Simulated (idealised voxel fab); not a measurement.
The document below concerns the process module designated voxel released beams.
The figure presents cross-section cut, which has a width of 170 nm and is divided into square cells with an edge length of 5 nm.
For the purposes of this document, a cross-section shall be understood as a grid of square cells, specified as bands listed in top-to-bottom order, each band consisting of one or more rows of cells.
Band entry format. Leading values: height of top, height of bottom, nm. Remainder: materials in left-to-right order, each with its width in nm. Special words: "everywhere" on a single material, which then fills the band edge to edge; "blank", empty space.
Height is counted from the level 0, under which the received wafer is composed throughout of one material. The lowest of the bands is not closed at the bottom but continues downward, in the notation "0 nm and below".
Graded width ("30->40"): value in top row of band = first number; value in bottom row = second number; row-to-row change constant.
Key: "stayed the same" - step with no changed cell in the cross-section.
"Closed internal voids" specifies each empty space that is not open to the top and that occupies no fewer than 8 cells, using the form width x height at distance, the distance measured from the left edge and all three quantities in nm.
Note: text after step settings on the step line = simulator remark on that step.
A step's line can hold "overlay nm"; with a mask on that step, the setting says how far right of the planned place the mask lay, while a negative setting says it lay to the left.

Steps planned for the process
1,RECEIVE: material Si
2,CONFORMAL_DEP: material Al2O3, thk nm 10
3,DIRECTIONAL_DEP: material SiO2, thk nm 20
4,PATTERN: tone open, mask id ANCHOR, material resist, width nm 30, thk nm 20, overlay nm 0
5,DIRECTIONAL_ETCH: etch materials SiO2, depth nm 20
6,STRIP: etch materials resist
7,CONFORMAL_DEP: material W, thk nm 10
8,PATTERN: tone cover, mask id BEAM, material resist, width nm 75, thk nm 15, overlay nm 0
9,DIRECTIONAL_ETCH: etch materials W, depth nm 10
10,STRIP: etch materials resist
11,STRIP: etch materials SiO2

The first of the two wafers, which ran as planned

Incoming wafer in cross-section (state: after step 1)
    0 nm and below: Si everywhere
    Closed internal voids: none

How the wafer stands in section after step 2
    10 nm to 0 nm: Al2O3 everywhere
    Under 0: no change, same as before.

How the wafer stands in section after step 3
    30 nm to 10 nm: SiO2 everywhere
    Under 10: no change, same as before.

How the wafer stands in section after step 4
    50 nm to 30 nm: 50 nm resist / 30 nm blank / 90 nm resist
    Under 30: no change, same as before.

How the wafer stands in section after step 5
    50 nm to 30 nm: 50 nm resist / 30 nm blank / 90 nm resist
    30 nm to 10 nm: 50 nm SiO2 / 30 nm blank / 90 nm SiO2
    Under 10: no change, same as before.

How the wafer stands in section after step 6
    30 nm to 10 nm: 50 nm SiO2 / 30 nm blank / 90 nm SiO2
    Under 10: no change, same as before.

How the wafer stands in section after step 7
    40 nm to 30 nm: 60 nm W / 10 nm blank / 100 nm W
    30 nm to 20 nm: 50 nm SiO2 / 10 nm W / 10 nm blank / 10 nm W / 90 nm SiO2
    20 nm to 10 nm: 50 nm SiO2 / 30 nm W / 90 nm SiO2
    Under 10: no change, same as before.

How the wafer stands in section after step 8
    55 nm to 40 nm: 45 nm blank / 75 nm resist / 50 nm blank
    40 nm to 30 nm: 60 nm W / 10 nm resist / 100 nm W
    30 nm to 20 nm: 50 nm SiO2 / 10 nm W / 10 nm resist / 10 nm W / 90 nm SiO2
    Under 20: no change, same as before.

How the wafer stands in section after step 9
    55 nm to 40 nm: 45 nm blank / 75 nm resist / 50 nm blank
    40 nm to 30 nm: 45 nm blank / 15 nm W / 10 nm resist / 50 nm W / 50 nm blank
    Under 30: no change, same as before.

How the wafer stands in section after step 10
    40 nm to 30 nm: 45 nm blank / 15 nm W / 10 nm blank / 50 nm W / 50 nm blank
    30 nm to 20 nm: 50 nm SiO2 / 10 nm W / 10 nm blank / 10 nm W / 90 nm SiO2
    Under 20: no change, same as before.

How the wafer stands in section after step 11
    40 nm to 30 nm: 45 nm blank / 15 nm W / 10 nm blank / 50 nm W / 50 nm blank
    30 nm to 20 nm: 50 nm blank / 10 nm W / 10 nm blank / 10 nm W / 90 nm blank
    20 nm to 10 nm: 50 nm blank / 30 nm W / 90 nm blank
    Under 10: no change, same as before.

Regarding the second of the two wafers: it shared the first wafer's starting condition and process plan, yet one error occurred during its execution. Its history coincides with that of the first wafer up to and including step 7

Second wafer, sectioned view, at step 8's planned end time
    55 nm to 40 nm: 55 nm blank / 75 nm resist / 40 nm blank
    40 nm to 30 nm: 60 nm W / 10 nm resist / 100 nm W
    30 nm to 20 nm: 50 nm SiO2 / 10 nm W / 10 nm resist / 10 nm W / 90 nm SiO2
    Under 20: no change, same as before.

Second wafer, sectioned view, at step 9's planned end time
    55 nm to 40 nm: 55 nm blank / 75 nm resist / 40 nm blank
    40 nm to 30 nm: 55 nm blank / 5 nm W / 10 nm resist / 60 nm W / 40 nm blank
    Under 30: no change, same as before.

Second wafer, sectioned view, at step 10's planned end time
    40 nm to 30 nm: 55 nm blank / 5 nm W / 10 nm blank / 60 nm W / 40 nm blank
    30 nm to 20 nm: 50 nm SiO2 / 10 nm W / 10 nm blank / 10 nm W / 90 nm SiO2
    Under 20: no change, same as before.

Second wafer, sectioned view, at step 11's planned end time
    40 nm to 30 nm: 55 nm blank / 5 nm W / 10 nm blank / 60 nm W / 40 nm blank
    30 nm to 20 nm: 50 nm blank / 10 nm W / 10 nm blank / 10 nm W / 90 nm blank
    20 nm to 10 nm: 50 nm blank / 30 nm W / 90 nm blank
    Under 10: no change, same as before.
What was the processing mistake? rather than as planned, step 8 actually ran as PATTERN: tone cover, mask id BEAM, material resist, width nm 75, thk nm 15, overlay nm 10
Same inventory, different map: at the end, the second wafer holds as many cells of each material as the first, placed elsewhere.
